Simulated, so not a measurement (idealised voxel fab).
Proc. module: voxel capacitor over wiring
FYI the section here is cut, 220 nm wide, cells are 5 nm squares.
Notation: cross-section as square-cell grid; stated in bands, top first, going down; one or more cell rows per band.
Look at the band entry: it leads with the top's height and the bottom's height in nm. Then it lists the materials left to right, with a width in nm for each. The word "everywhere" on a single material says that material fills the band edge to edge. The word "empty" is empty space.
All heights in this document are referenced to 0, defined as the level beneath which the wafer, as received, consists entirely of one material. The lowest band is not bounded below; it extends indefinitely downward and is written in the form "z 0 and below".
Read "30..40" as a graded width: first number on top, second number at the bottom, same change between each pair of neighbouring rows.
The designation "no change occurred", where it is given for a processing step, indicates that no cell of the cross-section was altered in the course of that step.
Entry "Completely enclosed voids" = empty spaces >= 8 cells with no open way to the top; each as width x height at distance, distance from left edge, all nm.
The remark found on a step's line after its settings is issued by the simulator itself and pertains to that step.
overlay nm, on a step with a mask: how far to the right of its planned place the mask lay; to the left if negative

### Listed below are the process steps as planned
1,RECEIVE [material Si]
2,CONFORMAL_DEP [material SiO2] [thk nm 10]
3,CONFORMAL_DEP [material SiN] [thk nm 5]
4,DIRECTIONAL_DEP [material lowk] [thk nm 15]
5,PATTERN [tone open] [mask id METAL_1] [material resist] [width nm 20] [pitch nm 70] [thk nm 15] [overlay nm 0]
6,DIRECTIONAL_ETCH [etch materials lowk] [depth nm 15]
7,DIRECTIONAL_ETCH [etch materials SiN] [depth nm 5]
8,STRIP [etch materials resist]
9,CONFORMAL_DEP [material TiN] [thk nm 5]
10,FILL_DEP [material Cu] [thk nm 10]
11,CMP [height nm 30]
12,CONFORMAL_DEP [material SiCN] [thk nm 5]
13,DIRECTIONAL_DEP [material lowk] [thk nm 20]
14,DIRECTIONAL_DEP [material aC] [thk nm 10]
15,PATTERN [tone open] [mask id PLUG_1] [material resist] [width nm 15] [thk nm 30] [overlay nm 0]
16,DIRECTIONAL_ETCH [etch materials aC] [depth nm 10]
17,STRIP [etch materials resist]
18,DIRECTIONAL_ETCH [etch materials lowk] [depth nm 20]
19,DIRECTIONAL_ETCH [etch materials SiCN] [depth nm 5]
20,STRIP [etch materials aC]
21,EPI [material Ru] [thk nm 10]
22,EPI [material Ru] [thk nm 10]
23,EPI [material Ru] [thk nm 5]
24,DIRECTIONAL_DEP [material TiN] [thk nm 10]
25,DIRECTIONAL_DEP [material SiN] [thk nm 5]
26,DIRECTIONAL_DEP [material TiN] [thk nm 10]
27,PATTERN [tone cover] [mask id UPPER_PLATE] [material resist] [width nm 55] [thk nm 15] [overlay nm 0]
28,DIRECTIONAL_ETCH [etch materials TiN] [depth nm 10]
29,DIRECTIONAL_ETCH [etch materials SiN] [depth nm 5]
30,STRIP [etch materials resist]
31,MASKED_ETCH [tone cover] [mask id LOWER_PLATE] [width nm 65] [etch materials TiN] [depth nm 10] [overlay nm 0]
32,FILL_DEP [material SiO2] [thk nm 15]
33,CMP [height nm 90]
34,DIRECTIONAL_DEP [material aC] [thk nm 15]
35,PATTERN [tone open] [mask id PLUG_2] [material resist] [width nm 15] [thk nm 30] [overlay nm 0]
36,DIRECTIONAL_ETCH [etch materials aC] [depth nm 15]
37,STRIP [etch materials resist]
38,DIRECTIONAL_ETCH [etch materials SiO2] [depth nm 10]
39,STRIP [etch materials aC]
40,CONFORMAL_DEP [material TiN] [thk nm 5]
41,FILL_DEP [material Cu] [thk nm 5]
42,CMP [height nm 90]
43,CONFORMAL_DEP [material SiCN] [thk nm 5]

### Wafer cross-section on receipt, i.e. after step 1
    z 0 and below = Si everywhere
    Completely enclosed voids: none

### a wafer at the end: this start, this plan, one mistake
    z 95 to 90 = SiCN everywhere
    z 90 to 85 = SiO2 (80)  TiN (5)  Cu (5)  TiN (5)  SiO2 (125)
    z 85 to 80 = SiO2 (80)  TiN (15)  SiO2 (125)
    z 80 to 70 = SiO2 (70)  TiN (15)  SiO2 (25)  TiN (15)  SiO2 (95)
    z 70 to 65 = SiO2 (70)  SiN (15)  SiO2 (25)  SiN (15)  SiO2 (95)
    z 65 to 55 = SiO2 (65)  TiN (20)  SiO2 (25)  TiN (20)  SiO2 (90)
    z 55 to 45 = SiO2 (40)  Ru (30)  lowk (15)  TiN (25)  Ru (70)  SiO2 (40)
    z 45 to 40 = SiO2 (40)  Ru (30)  lowk (15)  SiN (25)  Ru (70)  SiO2 (40)
    z 40 to 35 = SiO2 (40)  Ru (30)  lowk (15)  TiN (25)  Ru (70)  SiO2 (40)
    z 35 to 30 = SiO2 (40)  Ru (30)  SiCN (15)  TiN (25)  Ru (70)  SiO2 (40)
    z 30 to 15 = lowk (65)  TiN (5)  Cu (10)  TiN (5)  lowk (50)  TiN (5)  Cu (10)  TiN (5)  lowk (65)
    z 15 to 10 = SiN (65)  TiN (20)  SiN (50)  TiN (20)  SiN (65)
    z 10 to 0 = SiO2 everywhere
    z 0 and below = Si everywhere
    Completely enclosed voids: none
What broke from the plan during processing? step 15, actual vs plan mismatch, actual run PATTERN [tone cover] [mask id PLUG_1] [material resist] [width nm 15] [thk nm 30] [overlay nm 0]
